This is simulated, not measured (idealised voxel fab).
Module name: voxel capacitor over wiring (process module)
Cross-section cut spans 230 nm and uses square cells 5 nm in size.
When this document writes out a cross-section, it uses a grid of square cells and lists it as bands, beginning at the top and moving down, with a band standing for one or more rows of cells.
For a band, the entry starts with two heights in nm, that of the top and then that of the bottom, and carries on with the band's materials in order from left to right, each alongside its width in nm; the word "edge to edge" beside a single material means it fills the band edge to edge, and "blank" means empty space.
For the purposes of this specification, 0 denotes the height below which the wafer in its as-received condition is composed wholly of one material, and the lowermost band, lacking a lower limit, extends downward without end, as expressed in "0 -> down".
The width entry "30..40" should be interpreted row by row: the top row of cells in the band takes the first number, the bottom row takes the second number, and the change between adjacent rows is uniform throughout.
A step reported as "nothing different" is a step in which no cell of the cross-section changed.
Listed in "Cavities, closed": every empty space of 8 or more cells without an open way to the top. Form: width x height at distance, the distance being from the left edge, all in nm.
Step line, after settings: the simulator's comment on this step.
overlay nm: mask offset rightward from planned place, masked step; negative means leftward offset.

[Process steps foreseen in the plan]
| 1 | RECEIVE [material Si] |
| 2 | CONFORMAL_DEP [material SiO2] [thk nm 10] |
| 3 | CONFORMAL_DEP [material SiCN] [thk nm 5] |
| 4 | DIRECTIONAL_DEP [material SiO2] [thk nm 20] |
| 5 | DIRECTIONAL_DEP [material aC] [thk nm 10] |
| 6 | PATTERN [tone open] [mask id METAL_1] [material resist] [width nm 25] [pitch nm 95] [thk nm 25] [overlay nm 0] |
| 7 | DIRECTIONAL_ETCH [etch materials aC] [depth nm 10] |
| 8 | STRIP [etch materials resist] |
| 9 | DIRECTIONAL_ETCH [etch materials SiO2] [depth nm 20] |
| 10 | DIRECTIONAL_ETCH [etch materials SiCN] [depth nm 5] |
| 11 | STRIP [etch materials aC] |
| 12 | CONFORMAL_DEP [material TiN] [thk nm 5] |
| 13 | FILL_DEP [material Cu] [thk nm 10] |
| 14 | CMP [height nm 35] |
| 15 | CONFORMAL_DEP [material SiCN] [thk nm 5] |
| 16 | DIRECTIONAL_DEP [material SiO2] [thk nm 10] |
| 17 | PATTERN [tone open] [mask id PLUG_1] [material resist] [width nm 15] [thk nm 15] [overlay nm 0] |
| 18 | DIRECTIONAL_ETCH [etch materials SiO2] [depth nm 10] |
| 19 | DIRECTIONAL_ETCH [etch materials SiCN] [depth nm 5] |
| 20 | STRIP [etch materials resist] |
| 21 | CONFORMAL_DEP [material TiN] [thk nm 5] |
| 22 | FILL_DEP [material Cu] [thk nm 10] |
| 23 | CMP [height nm 50] |
| 24 | DIRECTIONAL_DEP [material TiN] [thk nm 5] |
| 25 | DIRECTIONAL_DEP [material SiN] [thk nm 5] |
| 26 | DIRECTIONAL_DEP [material TiN] [thk nm 5] |
| 27 | MASKED_ETCH [tone cover] [mask id UPPER_PLATE] [width nm 75] [etch materials TiN] [depth nm 5] [overlay nm 0] |
| 28 | MASKED_ETCH [tone cover] [mask id UPPER_PLATE] [width nm 75] [etch materials SiN] [depth nm 5] [overlay nm 0] |
| 29 | DIRECTIONAL_DEP [material aC] [thk nm 10] |
| 30 | PATTERN [tone cover] [mask id LOWER_PLATE] [material resist] [width nm 85] [thk nm 25] [overlay nm 0] |
| 31 | DIRECTIONAL_ETCH [etch materials aC] [depth nm 10] |
| 32 | STRIP [etch materials resist] |
| 33 | DIRECTIONAL_ETCH [etch materials TiN] [depth nm 5] |
| 34 | STRIP [etch materials aC] |
| 35 | FILL_DEP [material SiO2] [thk nm 15] |
| 36 | CMP [height nm 75] |
| 37 | DIRECTIONAL_DEP [material aC] [thk nm 15] |
| 38 | PATTERN [tone open] [mask id PLUG_2] [material resist] [width nm 15] [thk nm 30] [overlay nm 0] |
| 39 | DIRECTIONAL_ETCH [etch materials aC] [depth nm 15] |
| 40 | STRIP [etch materials resist] |
| 41 | DIRECTIONAL_ETCH [etch materials SiO2] [depth nm 10] |
| 42 | STRIP [etch materials aC] |
| 43 | CONFORMAL_DEP [material TiN] [thk nm 5] |
| 44 | FILL_DEP [material W] [thk nm 10] |
| 45 | CMP [height nm 75] |
| 46 | CONFORMAL_DEP [material SiN] [thk nm 5] |

[as received, after step 1]
> 0 -> down  Si edge to edge
> Cavities, closed: none

[Cross-section: first of two wafers, module finished, run according to plan]
> 80 -> 75  SiN edge to edge
> 75 -> 70  SiO2=75, then TiN=5, then W=5, then TiN=5, then SiO2=140
> 70 -> 60  SiO2=75..65, then TiN=15..75, then SiO2=140..90
> 60 -> 55  SiO2=65, then SiN=75, then SiO2=90
> 55 -> 50  SiO2=60, then TiN=85, then SiO2=85
> 50 -> 40  SiO2=65, then TiN=5, then Cu=5, then TiN=5, then SiO2=150
> 40 -> 35  SiCN=65, then TiN=15, then SiCN=150
> 35 -> 15  SiO2=55, then TiN=5, then Cu=15, then TiN=5, then SiO2=70, then TiN=5, then Cu=15, then TiN=5, then SiO2=55
> 15 -> 10  SiCN=55, then TiN=25, then SiCN=70, then TiN=25, then SiCN=55
> 10 -> 0  SiO2 edge to edge
> 0 -> down  Si edge to edge
> Cavities, closed: none

[Cross-section of the latter of the two wafers at module completion. It had an identical start and an identical plan to the former; in running it, one mistake was made]
> 80 -> 75  SiN edge to edge
> 75 -> 70  SiO2=75, then TiN=5, then W=5, then TiN=5, then SiO2=140
> 70 -> 60  SiO2=75..65, then TiN=15..75, then SiO2=140..90
> 60 -> 55  SiO2=65, then SiN=75, then SiO2=90
> 55 -> 50  SiO2=60, then TiN=85, then SiO2=85
> 50 -> 40  Cu edge to edge
> 40 -> 35  TiN=60, then Cu=15, then TiN=80, then Cu=15, then TiN=60
> 35 -> 15  SiO2=55, then TiN=5, then Cu=15, then TiN=5, then SiO2=70, then TiN=5, then Cu=15, then TiN=5, then SiO2=55
> 15 -> 10  SiCN=55, then TiN=25, then SiCN=70, then TiN=25, then SiCN=55
> 10 -> 0  SiO2 edge to edge
> 0 -> down  Si edge to edge
> Cavities, closed: none
Misprocessing identified: the run left out plan step 14 entirely, so it was never executed
Counted in cells at the end, the second wafer holds more or fewer of these materials than the first: 96 more of Cu; 43 fewer of SiCN; 86 fewer of SiO2; 33 more of TiN
